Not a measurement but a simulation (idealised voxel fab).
Title: Process Module voxel capacitor over wiring
Displayed cross-section: cut, width of 230 nm, square cells sized 5 nm.
Think of the cross-section as a grid of square cells. We describe it in bands, top to bottom, and each band covers one or more rows of those cells.
Basically the band line says how high the top is and how high the bottom is, in nm, and then what's in it from left to right, every material with its width in nm. Empty space shows up as "air", and if a single material carries "edge to edge" it runs the full band edge to edge.
Where do heights start? At 0: under that level the wafer as delivered is made of one material only. And the lowest band has no floor; it just carries on downward, as in "z 0 and below".
When a width is written as two numbers, as in "30..40", the first number is the width in the top row of cells of the band and the second is the width in its bottom row, and the width changes by the same amount from each row to the next.
Given "no alteration" for a step, no cell of the cross-section differs between before and after that step.
Voids, sealed: empty space of 8 cells or more with no open way to the top, each as width x height at its distance from the left edge, in nm
Heads up: the bit after the settings on a step's line is the simulator's remark on that step.
A step line may carry the setting "overlay nm", which, for steps involving a mask, states the distance by which the mask lay to the right of its intended position; negative values denote displacement to the left.
Before/after cross-section pairs, one process step each; after shown to lowest changed band; step and settings beneath. Pairs may be from different runs of this module on the same starting wafer; a pair continues from the one above only where its "Geometry before processing" entry says so.
# Geometry before processing
z 55 to 35 | 60 air, then 25 resist, then 55 air, then 25 resist, then 65 air
z 35 to 30 | TiN edge to edge
z 30 to 15 | Ru edge to edge
z 15 to 0 | SiO2 edge to edge
z 0 and below | Si edge to edge
Voids, sealed: none
# Post-Process Section
z 55 to 35 | 60 air, then 25 resist, then 55 air, then 25 resist, then 65 air
z 35 to 30 | 60 air, then 25 TiN, then 55 air, then 25 TiN, then 65 air
Below 30, the layers are the same as they were.
Voids, sealed: none
Between before and after, shown above: DIRECTIONAL_ETCH with etch materials TiN, depth nm 5
Geometry before processing: identical to the post-step cross-section of the immediately preceding pair.
# Post-Process Section
z 35 to 30 | 60 air, then 25 TiN, then 55 air, then 25 TiN, then 65 air
Below 30, the layers are the same as they were.
Voids, sealed: none
Between before and after, shown above: STRIP with etch materials resist
Geometry before processing: identical to the post-step cross-section of the immediately preceding pair.
# Post-Process Section
z 45 to 35 | lowk edge to edge
z 35 to 30 | 60 lowk, then 25 TiN, then 55 lowk, then 25 TiN, then 65 lowk
Below 30, the layers are the same as they were.
Voids, sealed: none
Between before and after, shown above: FILL_DEP with material lowk, thk nm 10
Geometry before processing: identical to the post-step cross-section of the immediately preceding pair.
# Post-Process Section
z 35 to 30 | 60 lowk, then 25 TiN, then 55 lowk, then 25 TiN, then 65 lowk
Below 30, the layers are the same as they were.
Voids, sealed: none
Between before and after, shown above: CMP with height nm 35
Geometry before processing: identical to the post-step cross-section of the immediately preceding pair.
# Post-Process Section
z 40 to 35 | SiCN edge to edge
Below 35, the layers are the same as they were.
Voids, sealed: none
Between before and after, shown above: CONFORMAL_DEP with material SiCN, thk nm 5
Geometry before processing: identical to the post-step cross-section of the immediately preceding pair.
# Post-Process Section
z 60 to 40 | lowk edge to edge
Below 40, the layers are the same as they were.
Voids, sealed: none
Between before and after, shown above: DIRECTIONAL_DEP with material lowk, thk nm 20
Geometry before processing: identical to the post-step cross-section of the immediately preceding pair.
# Post-Process Section
z 70 to 60 | aC edge to edge
Below 60, the layers are the same as they were.
Voids, sealed: none
Between before and after, shown above: DIRECTIONAL_DEP with material aC, thk nm 10
Geometry before processing: identical to the post-step cross-section of the immediately preceding pair.
# Post-Process Section
z 100 to 70 | 70 resist, then 15 air, then 145 resist
Below 70, the layers are the same as they were.
Voids, sealed: none
Between before and after, shown above: PATTERN with tone open, mask id PLUG_1, material resist, width nm 15, thk nm 30, overlay nm 0
Geometry before processing: identical to the post-step cross-section of the immediately preceding pair.
# Post-Process Section
z 90 to 70 | 70 resist, then 15 air, then 145 resist
z 70 to 60 | 70 aC, then 15 air, then 145 aC
Below 60, the layers are the same as they were.
Voids, sealed: none
Between before and after, shown above: DIRECTIONAL_ETCH with etch materials aC, depth nm 10
Geometry before processing: identical to the post-step cross-section of the immediately preceding pair.
# Post-Process Section
z 70 to 60 | 70 aC, then 15 air, then 145 aC
Below 60, the layers are the same as they were.
Voids, sealed: none
Between before and after, shown above: STRIP with etch materials resist
Geometry before processing: identical to the post-step cross-section of the immediately preceding pair.
# Post-Process Section
z 70 to 60 | 70 aC, then 15 air, then 145 aC
z 60 to 40 | 70 lowk, then 15 air, then 145 lowk
Below 40, the layers are the same as they were.
Voids, sealed: none
Between before and after, shown above: DIRECTIONAL_ETCH with etch materials lowk, depth nm 20
Geometry before processing: identical to the post-step cross-section of the immediately preceding pair.
# Post-Process Section
z 70 to 60 | 70 aC, then 15 air, then 145 aC
z 60 to 40 | 70 lowk, then 15 air, then 145 lowk
z 40 to 35 | 70 SiCN, then 15 air, then 145 SiCN
Below 35, the layers are the same as they were.
Voids, sealed: none
Between before and after, shown above: DIRECTIONAL_ETCH with etch materials SiCN, depth nm 5
Geometry before processing: identical to the post-step cross-section of the immediately preceding pair.
# Post-Process Section
z 60 to 40 | 70 lowk, then 15 air, then 145 lowk
Below 40, the layers are the same as they were.
Voids, sealed: none
Between before and after, shown above: STRIP with etch materials aC
Geometry before processing: identical to the post-step cross-section of the immediately preceding pair.
# Post-Process Section
z 65 to 60 | 75 TiN, then 5 air, then 150 TiN
z 60 to 40 | 70 lowk, then 5 TiN, then 5 air, then 5 TiN, then 145 lowk
z 40 to 35 | 70 SiCN, then 15 TiN, then 145 SiCN
Below 35, the layers are the same as they were.
Voids, sealed: none
Between before and after, shown above: CONFORMAL_DEP with material TiN, thk nm 5
Geometry before processing: identical to the post-step cross-section of the immediately preceding pair.
# Post-Process Section
z 70 to 65 | Ru edge to edge
z 65 to 60 | 75 TiN, then 5 Ru, then 150 TiN
z 60 to 40 | 70 lowk, then 5 TiN, then 5 Ru, then 5 TiN, then 145 lowk
Below 40, the layers are the same as they were.
Voids, sealed: none
Between before and after, shown above: FILL_DEP with material Ru, thk nm 5
Geometry before processing: identical to the post-step cross-section of the immediately preceding pair.
# Post-Process Section
z 60 to 40 | 70 lowk, then 5 TiN, then 5 Ru, then 5 TiN, then 145 lowk
Below 40, the layers are the same as they were.
Voids, sealed: none
Between before and after, shown above: CMP with height nm 60
Geometry before processing: identical to the post-step cross-section of the immediately preceding pair.
# Post-Process Section
z 70 to 60 | TiN edge to edge
Below 60, the layers are the same as they were.
Voids, sealed: none
Between before and after, shown above: DIRECTIONAL_DEP with material TiN, thk nm 10
Geometry before processing: identical to the post-step cross-section of the immediately preceding pair.
# Post-Process Section
z 75 to 70 | Al2O3 edge to edge
Below 70, the layers are the same as they were.
Voids, sealed: none
Between before and after, shown above: DIRECTIONAL_DEP with material Al2O3, thk nm 5
Geometry before processing: identical to the post-step cross-section of the immediately preceding pair.
# Post-Process Section
z 80 to 75 | TiN edge to edge
Below 75, the layers are the same as they were.
Voids, sealed: none
Between before and after, shown above: DIRECTIONAL_DEP with material TiN, thk nm 5
Geometry before processing: identical to the post-step cross-section of the immediately preceding pair.
# Post-Process Section
z 80 to 75 | 70 air, then 60 TiN, then 100 air
Below 75, the layers are the same as they were.
Voids, sealed: none
Between before and after, shown above: MASKED_ETCH with tone cover, mask id UPPER_PLATE, width nm 60, etch materials TiN, depth nm 5, overlay nm 0
Geometry before processing: identical to the post-step cross-section of the immediately preceding pair.
# Post-Process Section
z 80 to 75 | 70 air, then 60 TiN, then 100 air
z 75 to 70 | 70 air, then 60 Al2O3, then 100 air
Below 70, the layers are the same as they were.
Voids, sealed: none
Between before and after, shown above: MASKED_ETCH with tone cover, mask id UPPER_PLATE, width nm 60, etch materials Al2O3, depth nm 5, overlay nm 0
Geometry before processing: identical to the post-step cross-section of the immediately preceding pair.
# Post-Process Section
z 80 to 75 | 70 air, then 60 TiN, then 100 air
z 75 to 70 | 70 air, then 60 Al2O3, then 100 air
z 70 to 60 | 65 air, then 70 TiN, then 95 air
Below 60, the layers are the same as they were.
Voids, sealed: none
Between before and after, shown above: MASKED_ETCH with tone cover, mask id LOWER_PLATE, width nm 70, etch materials TiN, depth nm 10, overlay nm 0
Geometry before processing: identical to the post-step cross-section of the immediately preceding pair.
# Post-Process Section
z 95 to 80 | SiO2 edge to edge
z 80 to 75 | 70 SiO2, then 60 TiN, then 100 SiO2
z 75 to 70 | 70 SiO2, then 60 Al2O3, then 100 SiO2
z 70 to 60 | 65 SiO2, then 70 TiN, then 95 SiO2
Below 60, the layers are the same as they were.
Voids, sealed: none
Between before and after, shown above: FILL_DEP with material SiO2, thk nm 15
Geometry before processing: identical to the post-step cross-section of the immediately preceding pair.
# Post-Process Section
z 90 to 80 | SiO2 edge to edge
Below 80, the layers are the same as they were.
Voids, sealed: none
Between before and after, shown above: CMP with height nm 90
Geometry before processing: identical to the post-step cross-section of the immediately preceding pair.
# Post-Process Section
z 100 to 90 | aC edge to edge
Below 90, the layers are the same as they were.
Voids, sealed: none
Between before and after, shown above: DIRECTIONAL_DEP with material aC, thk nm 10
Geometry before processing: identical to the post-step cross-section of the immediately preceding pair.
# Post-Process Section
z 125 to 100 | 80 resist, then 15 air, then 135 resist
Below 100, the layers are the same as they were.
Voids, sealed: none
Between before and after, shown above: PATTERN with tone open, mask id PLUG_2, material resist, width nm 15, thk nm 25, overlay nm 0
Geometry before processing: identical to the post-step cross-section of the immediately preceding pair.
# Post-Process Section
z 115 to 100 | 80 resist, then 15 air, then 135 resist
z 100 to 90 | 80 aC, then 15 air, then 135 aC
Below 90, the layers are the same as they were.
Voids, sealed: none
Between before and after, shown above: DIRECTIONAL_ETCH with etch materials aC, depth nm 10
Geometry before processing: identical to the post-step cross-section of the immediately preceding pair.
# Post-Process Section
z 100 to 90 | 80 aC, then 15 air, then 135 aC
Below 90, the layers are the same as they were.
Voids, sealed: none
Between before and after, shown above: STRIP with etch materials resist
Geometry before processing: identical to the post-step cross-section of the immediately preceding pair.
# Post-Process Section
z 100 to 90 | 80 aC, then 15 air, then 135 aC
z 90 to 80 | 80 SiO2, then 15 air, then 135 SiO2
Below 80, the layers are the same as they were.
Voids, sealed: none
Between before and after, shown above: DIRECTIONAL_ETCH with etch materials SiO2, depth nm 10
Geometry before processing: identical to the post-step cross-section of the immediately preceding pair.
# Post-Process Section
z 90 to 80 | 80 SiO2, then 15 air, then 135 SiO2
Below 80, the layers are the same as they were.
Voids, sealed: none
Between before and after, shown above: STRIP with etch materials aC
Geometry before processing: identical to the post-step cross-section of the immediately preceding pair.
# Post-Process Section
z 95 to 90 | 85 TiN, then 5 air, then 140 TiN
z 90 to 85 | 80 SiO2, then 5 TiN, then 5 air, then 5 TiN, then 135 SiO2
z 85 to 75 | 80..70 SiO2, then 15..60 TiN, then 135..100 SiO2
Below 75, the layers are the same as they were.
Voids, sealed: none
Between before and after, shown above: CONFORMAL_DEP with material TiN, thk nm 5
Geometry before processing: identical to the post-step cross-section of the immediately preceding pair.
# Post-Process Section
z 100 to 95 | Ru edge to edge
z 95 to 90 | 85 TiN, then 5 Ru, then 140 TiN
z 90 to 85 | 80 SiO2, then 5 TiN, then 5 Ru, then 5 TiN, then 135 SiO2
Below 85, the layers are the same as they were.
Voids, sealed: none
Between before and after, shown above: FILL_DEP with material Ru, thk nm 5
Geometry before processing: identical to the post-step cross-section of the immediately preceding pair.
# Post-Process Section
z 90 to 85 | 80 SiO2, then 5 TiN, then 5 Ru, then 5 TiN, then 135 SiO2
Below 85, the layers are the same as they were.
Voids, sealed: none
Between before and after, shown above: CMP with height nm 90
Geometry before processing: identical to the post-step cross-section of the immediately preceding pair.
# Post-Process Section
z 95 to 90 | SiCN edge to edge
Below 90, the layers are the same as they were.
Voids, sealed: none
Between before and after, shown above: CONFORMAL_DEP with material SiCN, thk nm 5
# Geometry before processing
z 45 to 35 | lowk edge to edge
z 35 to 20 | 60 lowk, then 25 Ru, then 55 lowk, then 25 Ru, then 65 lowk
z 20 to 15 | 60 lowk, then 25 TiN, then 55 lowk, then 25 TiN, then 65 lowk
z 15 to 0 | SiO2 edge to edge
z 0 and below | Si edge to edge
Voids, sealed: none
# Post-Process Section
z 30 to 20 | 60 lowk, then 25 Ru, then 55 lowk, then 25 Ru, then 65 lowk
Below 20, the layers are the same as they were.
Voids, sealed: none
Between before and after, shown above: CMP with height nm 30
Geometry before processing: identical to the post-step cross-section of the immediately preceding pair.
# Post-Process Section
z 35 to 30 | SiCN edge to edge
Below 30, the layers are the same as they were.
Voids, sealed: none
Between before and after, shown above: CONFORMAL_DEP with material SiCN, thk nm 5
Geometry before processing: identical to the post-step cross-section of the immediately preceding pair.
# Post-Process Section
z 55 to 35 | lowk edge to edge
Below 35, the layers are the same as they were.
Voids, sealed: none
Between before and after, shown above: DIRECTIONAL_DEP with material lowk, thk nm 20
Geometry before processing: identical to the post-step cross-section of the immediately preceding pair.
# Post-Process Section
z 65 to 55 | aC edge to edge
Below 55, the layers are the same as they were.
Voids, sealed: none
Between before and after, shown above: DIRECTIONAL_DEP with material aC, thk nm 10
Geometry before processing: identical to the post-step cross-section of the immediately preceding pair.
# Post-Process Section
z 95 to 65 | 70 resist, then 15 air, then 145 resist
Below 65, the layers are the same as they were.
Voids, sealed: none
Between before and after, shown above: PATTERN with tone open, mask id PLUG_1, material resist, width nm 15, thk nm 30, overlay nm 0
Geometry before processing: identical to the post-step cross-section of the immediately preceding pair.
# Post-Process Section
z 85 to 65 | 70 resist, then 15 air, then 145 resist
z 65 to 55 | 70 aC, then 15 air, then 145 aC
Below 55, the layers are the same as they were.
Voids, sealed: none
Between before and after, shown above: DIRECTIONAL_ETCH with etch materials aC, depth nm 10
Geometry before processing: identical to the post-step cross-section of the immediately preceding pair.
# Post-Process Section
z 65 to 55 | 70 aC, then 15 air, then 145 aC
Below 55, the layers are the same as they were.
Voids, sealed: none
Between before and after, shown above: STRIP with etch materials resist
Geometry before processing: identical to the post-step cross-section of the immediately preceding pair.
# Post-Process Section
z 65 to 55 | 70 aC, then 15 air, then 145 aC
z 55 to 35 | 70 lowk, then 15 air, then 145 lowk
Below 35, the layers are the same as they were.
Voids, sealed: none
Between before and after, shown above: DIRECTIONAL_ETCH with etch materials lowk, depth nm 20
Geometry before processing: identical to the post-step cross-section of the immediately preceding pair.
# Post-Process Section
z 65 to 55 | 70 aC, then 15 air, then 145 aC
z 55 to 35 | 70 lowk, then 15 air, then 145 lowk
z 35 to 30 | 70 SiCN, then 15 air, then 145 SiCN
Below 30, the layers are the same as they were.
Voids, sealed: none
Between before and after, shown above: DIRECTIONAL_ETCH with etch materials SiCN, depth nm 5
Geometry before processing: identical to the post-step cross-section of the immediately preceding pair.
# Post-Process Section
z 55 to 35 | 70 lowk, then 15 air, then 145 lowk
Below 35, the layers are the same as they were.
Voids, sealed: none
Between before and after, shown above: STRIP with etch materials aC
Geometry before processing: identical to the post-step cross-section of the immediately preceding pair.
# Post-Process Section
z 60 to 55 | 75 TiN, then 5 air, then 150 TiN
z 55 to 35 | 70 lowk, then 5 TiN, then 5 air, then 5 TiN, then 145 lowk
z 35 to 30 | 70 SiCN, then 15 TiN, then 145 SiCN
Below 30, the layers are the same as they were.
Voids, sealed: none
Between before and after, shown above: CONFORMAL_DEP with material TiN, thk nm 5
Geometry before processing: identical to the post-step cross-section of the immediately preceding pair.
# Post-Process Section
z 65 to 60 | Ru edge to edge
z 60 to 55 | 75 TiN, then 5 Ru, then 150 TiN
z 55 to 35 | 70 lowk, then 5 TiN, then 5 Ru, then 5 TiN, then 145 lowk
Below 35, the layers are the same as they were.
Voids, sealed: none
Between before and after, shown above: FILL_DEP with material Ru, thk nm 5
Geometry before processing: identical to the post-step cross-section of the immediately preceding pair.
# Post-Process Section
z 60 to 55 | 75 TiN, then 5 Ru, then 150 TiN
Below 55, the layers are the same as they were.
Voids, sealed: none
Between before and after, shown above: CMP with height nm 60
Geometry before processing: identical to the post-step cross-section of the immediately preceding pair.
# Post-Process Section
z 70 to 60 | TiN edge to edge
Below 60, the layers are the same as they were.
Voids, sealed: none
Between before and after, shown above: DIRECTIONAL_DEP with material TiN, thk nm 10
Geometry before processing: identical to the post-step cross-section of the immediately preceding pair.
# Post-Process Section
z 75 to 70 | Al2O3 edge to edge
Below 70, the layers are the same as they were.
Voids, sealed: none
Between before and after, shown above: DIRECTIONAL_DEP with material Al2O3, thk nm 5
Geometry before processing: identical to the post-step cross-section of the immediately preceding pair.
# Post-Process Section
z 80 to 75 | TiN edge to edge
Below 75, the layers are the same as they were.
Voids, sealed: none
Between before and after, shown above: DIRECTIONAL_DEP with material TiN, thk nm 5
Geometry before processing: identical to the post-step cross-section of the immediately preceding pair.
# Post-Process Section
z 80 to 75 | 70 air, then 60 TiN, then 100 air
Below 75, the layers are the same as they were.
Voids, sealed: none
Between before and after, shown above: MASKED_ETCH with tone cover, mask id UPPER_PLATE, width nm 60, etch materials TiN, depth nm 5, overlay nm 0
Geometry before processing: identical to the post-step cross-section of the immediately preceding pair.
# Post-Process Section
z 80 to 75 | 70 air, then 60 TiN, then 100 air
z 75 to 70 | 70 air, then 60 Al2O3, then 100 air
Below 70, the layers are the same as they were.
Voids, sealed: none
Between before and after, shown above: MASKED_ETCH with tone cover, mask id UPPER_PLATE, width nm 60, etch materials Al2O3, depth nm 5, overlay nm 0
Geometry before processing: identical to the post-step cross-section of the immediately preceding pair.
# Post-Process Section
z 80 to 75 | 70 air, then 60 TiN, then 100 air
z 75 to 70 | 70 air, then 60 Al2O3, then 100 air
z 70 to 60 | 65 air, then 70 TiN, then 95 air
Below 60, the layers are the same as they were.
Voids, sealed: none
Between before and after, shown above: MASKED_ETCH with tone cover, mask id LOWER_PLATE, width nm 70, etch materials TiN, depth nm 10, overlay nm 0
Geometry before processing: identical to the post-step cross-section of the immediately preceding pair.
# Post-Process Section
z 95 to 80 | SiO2 edge to edge
z 80 to 75 | 70 SiO2, then 60 TiN, then 100 SiO2
z 75 to 70 | 70 SiO2, then 60 Al2O3, then 100 SiO2
z 70 to 60 | 65 SiO2, then 70 TiN, then 95 SiO2
Below 60, the layers are the same as they were.
Voids, sealed: none
Between before and after, shown above: FILL_DEP with material SiO2, thk nm 15
Geometry before processing: identical to the post-step cross-section of the immediately preceding pair.
# Post-Process Section
z 90 to 80 | SiO2 edge to edge
Below 80, the layers are the same as they were.
Voids, sealed: none
Between before and after, shown above: CMP with height nm 90
Geometry before processing: identical to the post-step cross-section of the immediately preceding pair.
# Post-Process Section
z 100 to 90 | aC edge to edge
Below 90, the layers are the same as they were.
Voids, sealed: none
Between before and after, shown above: DIRECTIONAL_DEP with material aC, thk nm 10
Geometry before processing: identical to the post-step cross-section of the immediately preceding pair.
# Post-Process Section
z 125 to 100 | 80 resist, then 15 air, then 135 resist
Below 100, the layers are the same as they were.
Voids, sealed: none
Between before and after, shown above: PATTERN with tone open, mask id PLUG_2, material resist, width nm 15, thk nm 25, overlay nm 0
Geometry before processing: identical to the post-step cross-section of the immediately preceding pair.
# Post-Process Section
z 115 to 100 | 80 resist, then 15 air, then 135 resist
z 100 to 90 | 80 aC, then 15 air, then 135 aC
Below 90, the layers are the same as they were.
Voids, sealed: none
Between before and after, shown above: DIRECTIONAL_ETCH with etch materials aC, depth nm 10
Geometry before processing: identical to the post-step cross-section of the immediately preceding pair.
# Post-Process Section
z 100 to 90 | 80 aC, then 15 air, then 135 aC
Below 90, the layers are the same as they were.
Voids, sealed: none
Between before and after, shown above: STRIP with etch materials resist
Geometry before processing: identical to the post-step cross-section of the immediately preceding pair.
# Post-Process Section
z 100 to 90 | 80 aC, then 15 air, then 135 aC
z 90 to 80 | 80 SiO2, then 15 air, then 135 SiO2
Below 80, the layers are the same as they were.
Voids, sealed: none
Between before and after, shown above: DIRECTIONAL_ETCH with etch materials SiO2, depth nm 10
Geometry before processing: identical to the post-step cross-section of the immediately preceding pair.
# Post-Process Section
z 90 to 80 | 80 SiO2, then 15 air, then 135 SiO2
Below 80, the layers are the same as they were.
Voids, sealed: none
Between before and after, shown above: STRIP with etch materials aC
Geometry before processing: identical to the post-step cross-section of the immediately preceding pair.
# Post-Process Section
z 95 to 90 | 85 TiN, then 5 air, then 140 TiN
z 90 to 85 | 80 SiO2, then 5 TiN, then 5 air, then 5 TiN, then 135 SiO2
z 85 to 75 | 80..70 SiO2, then 15..60 TiN, then 135..100 SiO2
Below 75, the layers are the same as they were.
Voids, sealed: none
Between before and after, shown above: CONFORMAL_DEP with material TiN, thk nm 5
Geometry before processing: identical to the post-step cross-section of the immediately preceding pair.
# Post-Process Section
z 100 to 95 | Ru edge to edge
z 95 to 90 | 85 TiN, then 5 Ru, then 140 TiN
z 90 to 85 | 80 SiO2, then 5 TiN, then 5 Ru, then 5 TiN, then 135 SiO2
Below 85, the layers are the same as they were.
Voids, sealed: none
Between before and after, shown above: FILL_DEP with material Ru, thk nm 5
Geometry before processing: identical to the post-step cross-section of the immediately preceding pair.
# Post-Process Section
z 90 to 85 | 80 SiO2, then 5 TiN, then 5 Ru, then 5 TiN, then 135 SiO2
Below 85, the layers are the same as they were.
Voids, sealed: none
Between before and after, shown above: CMP with height nm 90
Geometry before processing: identical to the post-step cross-section of the immediately preceding pair.
# Post-Process Section
z 95 to 90 | SiCN edge to edge
Below 90, the layers are the same as they were.
Voids, sealed: none
Between before and after, shown above: CONFORMAL_DEP with material SiCN, thk nm 5
# Geometry before processing
z 80 to 75 | TiN edge to edge
z 75 to 70 | Al2O3 edge to edge
z 70 to 60 | TiN edge to edge
z 60 to 40 | 70 lowk, then 5 TiN, then 5 Ru, then 5 TiN, then 145 lowk
z 40 to 35 | 70 SiCN, then 15 TiN, then 145 SiCN
z 35 to 20 | 60 lowk, then 25 Ru, then 55 lowk, then 25 Ru, then 65 lowk
z 20 to 15 | 60 lowk, then 25 TiN, then 55 lowk, then 25 TiN, then 65 lowk
z 15 to 0 | SiO2 edge to edge
z 0 and below | Si edge to edge
Voids, sealed: none
# Post-Process Section
z 80 to 75 | 75 air, then 50 TiN, then 105 air
Below 75, the layers are the same as they were.
Voids, sealed: none
Between before and after, shown above: MASKED_ETCH with tone cover, mask id UPPER_PLATE, width nm 50, etch materials TiN, depth nm 5, overlay nm 0
Geometry before processing: identical to the post-step cross-section of the immediately preceding pair.
# Post-Process Section
z 80 to 75 | 75 air, then 50 TiN, then 105 air
z 75 to 70 | 70 air, then 60 Al2O3, then 100 air
Below 70, the layers are the same as they were.
Voids, sealed: none
Between before and after, shown above: MASKED_ETCH with tone cover, mask id UPPER_PLATE, width nm 60, etch materials Al2O3, depth nm 5, overlay nm 0
Geometry before processing: identical to the post-step cross-section of the immediately preceding pair.
# Post-Process Section
z 80 to 75 | 75 air, then 50 TiN, then 105 air
z 75 to 70 | 70 air, then 60 Al2O3, then 100 air
z 70 to 60 | 65 air, then 70 TiN, then 95 air
Below 60, the layers are the same as they were.
Voids, sealed: none
Between before and after, shown above: MASKED_ETCH with tone cover, mask id LOWER_PLATE, width nm 70, etch materials TiN, depth nm 10, overlay nm 0
Geometry before processing: identical to the post-step cross-section of the immediately preceding pair.
# Post-Process Section
z 95 to 80 | SiO2 edge to edge
z 80 to 75 | 75 SiO2, then 50 TiN, then 105 SiO2
z 75 to 70 | 70 SiO2, then 60 Al2O3, then 100 SiO2
z 70 to 60 | 65 SiO2, then 70 TiN, then 95 SiO2
Below 60, the layers are the same as they were.
Voids, sealed: none
Between before and after, shown above: FILL_DEP with material SiO2, thk nm 15
Geometry before processing: identical to the post-step cross-section of the immediately preceding pair.
# Post-Process Section
z 90 to 80 | SiO2 edge to edge
Below 80, the layers are the same as they were.
Voids, sealed: none
Between before and after, shown above: CMP with height nm 90
Geometry before processing: identical to the post-step cross-section of the immediately preceding pair.
# Post-Process Section
z 100 to 90 | aC edge to edge
Below 90, the layers are the same as they were.
Voids, sealed: none
Between before and after, shown above: DIRECTIONAL_DEP with material aC, thk nm 10
Geometry before processing: identical to the post-step cross-section of the immediately preceding pair.
# Post-Process Section
z 125 to 100 | 80 resist, then 15 air, then 135 resist
Below 100, the layers are the same as they were.
Voids, sealed: none
Between before and after, shown above: PATTERN with tone open, mask id PLUG_2, material resist, width nm 15, thk nm 25, overlay nm 0
Geometry before processing: identical to the post-step cross-section of the immediately preceding pair.
# Post-Process Section
z 115 to 100 | 80 resist, then 15 air, then 135 resist
z 100 to 90 | 80 aC, then 15 air, then 135 aC
Below 90, the layers are the same as they were.
Voids, sealed: none
Between before and after, shown above: DIRECTIONAL_ETCH with etch materials aC, depth nm 10
Geometry before processing: identical to the post-step cross-section of the immediately preceding pair.
# Post-Process Section
z 100 to 90 | 80 aC, then 15 air, then 135 aC
Below 90, the layers are the same as they were.
Voids, sealed: none
Between before and after, shown above: STRIP with etch materials resist
Geometry before processing: identical to the post-step cross-section of the immediately preceding pair.
# Post-Process Section
z 100 to 90 | 80 aC, then 15 air, then 135 aC
z 90 to 80 | 80 SiO2, then 15 air, then 135 SiO2
Below 80, the layers are the same as they were.
Voids, sealed: none
Between before and after, shown above: DIRECTIONAL_ETCH with etch materials SiO2, depth nm 10
Geometry before processing: identical to the post-step cross-section of the immediately preceding pair.
# Post-Process Section
z 90 to 80 | 80 SiO2, then 15 air, then 135 SiO2
Below 80, the layers are the same as they were.
Voids, sealed: none
Between before and after, shown above: STRIP with etch materials aC
Geometry before processing: identical to the post-step cross-section of the immediately preceding pair.
# Post-Process Section
z 95 to 90 | 85 TiN, then 5 air, then 140 TiN
z 90 to 85 | 80 SiO2, then 5 TiN, then 5 air, then 5 TiN, then 135 SiO2
z 85 to 75 | 80..75 SiO2, then 15..50 TiN, then 135..105 SiO2
Below 75, the layers are the same as they were.
Voids, sealed: none
Between before and after, shown above: CONFORMAL_DEP with material TiN, thk nm 5
Geometry before processing: identical to the post-step cross-section of the immediately preceding pair.
# Post-Process Section
z 100 to 95 | Ru edge to edge
z 95 to 90 | 85 TiN, then 5 Ru, then 140 TiN
z 90 to 85 | 80 SiO2, then 5 TiN, then 5 Ru, then 5 TiN, then 135 SiO2
Below 85, the layers are the same as they were.
Voids, sealed: none
Between before and after, shown above: FILL_DEP with material Ru, thk nm 5
Geometry before processing: identical to the post-step cross-section of the immediately preceding pair.
# Post-Process Section
z 90 to 85 | 80 SiO2, then 5 TiN, then 5 Ru, then 5 TiN, then 135 SiO2
Below 85, the layers are the same as they were.
Voids, sealed: none
Between before and after, shown above: CMP with height nm 90
Geometry before processing: identical to the post-step cross-section of the immediately preceding pair.
# Post-Process Section
z 95 to 90 | SiCN edge to edge
Below 90, the layers are the same as they were.
Voids, sealed: none
Between before and after, shown above: CONFORMAL_DEP with material SiCN, thk nm 5
# Geometry before processing
z 80 to 75 | 70 air, then 60 TiN, then 100 air
z 75 to 70 | 70 air, then 60 Al2O3, then 100 air
z 70 to 60 | TiN edge to edge
z 60 to 40 | 70 lowk, then 5 TiN, then 5 Ru, then 5 TiN, then 145 lowk
z 40 to 35 | 70 SiCN, then 15 TiN, then 145 SiCN
z 35 to 20 | 60 lowk, then 25 Ru, then 55 lowk, then 25 Ru, then 65 lowk
z 20 to 15 | 60 lowk, then 25 TiN, then 55 lowk, then 25 TiN, then 65 lowk
z 15 to 0 | SiO2 edge to edge
z 0 and below | Si edge to edge
Voids, sealed: none
# Post-Process Section
z 80 to 75 | 70 air, then 60 TiN, then 100 air
z 75 to 70 | 70 air, then 60 Al2O3, then 100 air
z 70 to 60 | 70 air, then 70 TiN, then 90 air
Below 60, the layers are the same as they were.
Voids, sealed: none
Between before and after, shown above: MASKED_ETCH with tone cover, mask id LOWER_PLATE, width nm 70, etch materials TiN, depth nm 10, overlay nm 5
Geometry before processing: identical to the post-step cross-section of the immediately preceding pair.
# Post-Process Section
z 95 to 80 | SiO2 edge to edge
z 80 to 75 | 70 SiO2, then 60 TiN, then 100 SiO2
z 75 to 70 | 70 SiO2, then 60 Al2O3, then 100 SiO2
z 70 to 60 | 70 SiO2, then 70 TiN, then 90 SiO2
Below 60, the layers are the same as they were.
Voids, sealed: none
Between before and after, shown above: FILL_DEP with material SiO2, thk nm 15
Geometry before processing: identical to the post-step cross-section of the immediately preceding pair.
# Post-Process Section
z 90 to 80 | SiO2 edge to edge
Below 80, the layers are the same as they were.
Voids, sealed: none
Between before and after, shown above: CMP with height nm 90
Geometry before processing: identical to the post-step cross-section of the immediately preceding pair.
# Post-Process Section
z 100 to 90 | aC edge to edge
Below 90, the layers are the same as they were.
Voids, sealed: none
Between before and after, shown above: DIRECTIONAL_DEP with material aC, thk nm 10
Geometry before processing: identical to the post-step cross-section of the immediately preceding pair.
# Post-Process Section
z 125 to 100 | 80 resist, then 15 air, then 135 resist
Below 100, the layers are the same as they were.
Voids, sealed: none
Between before and after, shown above: PATTERN with tone open, mask id PLUG_2, material resist, width nm 15, thk nm 25, overlay nm 0
Geometry before processing: identical to the post-step cross-section of the immediately preceding pair.
# Post-Process Section
z 115 to 100 | 80 resist, then 15 air, then 135 resist
z 100 to 90 | 80 aC, then 15 air, then 135 aC
Below 90, the layers are the same as they were.
Voids, sealed: none
Between before and after, shown above: DIRECTIONAL_ETCH with etch materials aC, depth nm 10
Geometry before processing: identical to the post-step cross-section of the immediately preceding pair.
# Post-Process Section
z 100 to 90 | 80 aC, then 15 air, then 135 aC
Below 90, the layers are the same as they were.
Voids, sealed: none
Between before and after, shown above: STRIP with etch materials resist
Geometry before processing: identical to the post-step cross-section of the immediately preceding pair.
# Post-Process Section
z 100 to 90 | 80 aC, then 15 air, then 135 aC
z 90 to 80 | 80 SiO2, then 15 air, then 135 SiO2
Below 80, the layers are the same as they were.
Voids, sealed: none
Between before and after, shown above: DIRECTIONAL_ETCH with etch materials SiO2, depth nm 10
Geometry before processing: identical to the post-step cross-section of the immediately preceding pair.
# Post-Process Section
z 90 to 80 | 80 SiO2, then 15 air, then 135 SiO2
Below 80, the layers are the same as they were.
Voids, sealed: none
Between before and after, shown above: STRIP with etch materials aC
Geometry before processing: identical to the post-step cross-section of the immediately preceding pair.
# Post-Process Section
z 95 to 90 | 85 TiN, then 5 air, then 140 TiN
z 90 to 85 | 80 SiO2, then 5 TiN, then 5 air, then 5 TiN, then 135 SiO2
z 85 to 75 | 80..70 SiO2, then 15..60 TiN, then 135..100 SiO2
Below 75, the layers are the same as they were.
Voids, sealed: none
Between before and after, shown above: CONFORMAL_DEP with material TiN, thk nm 5
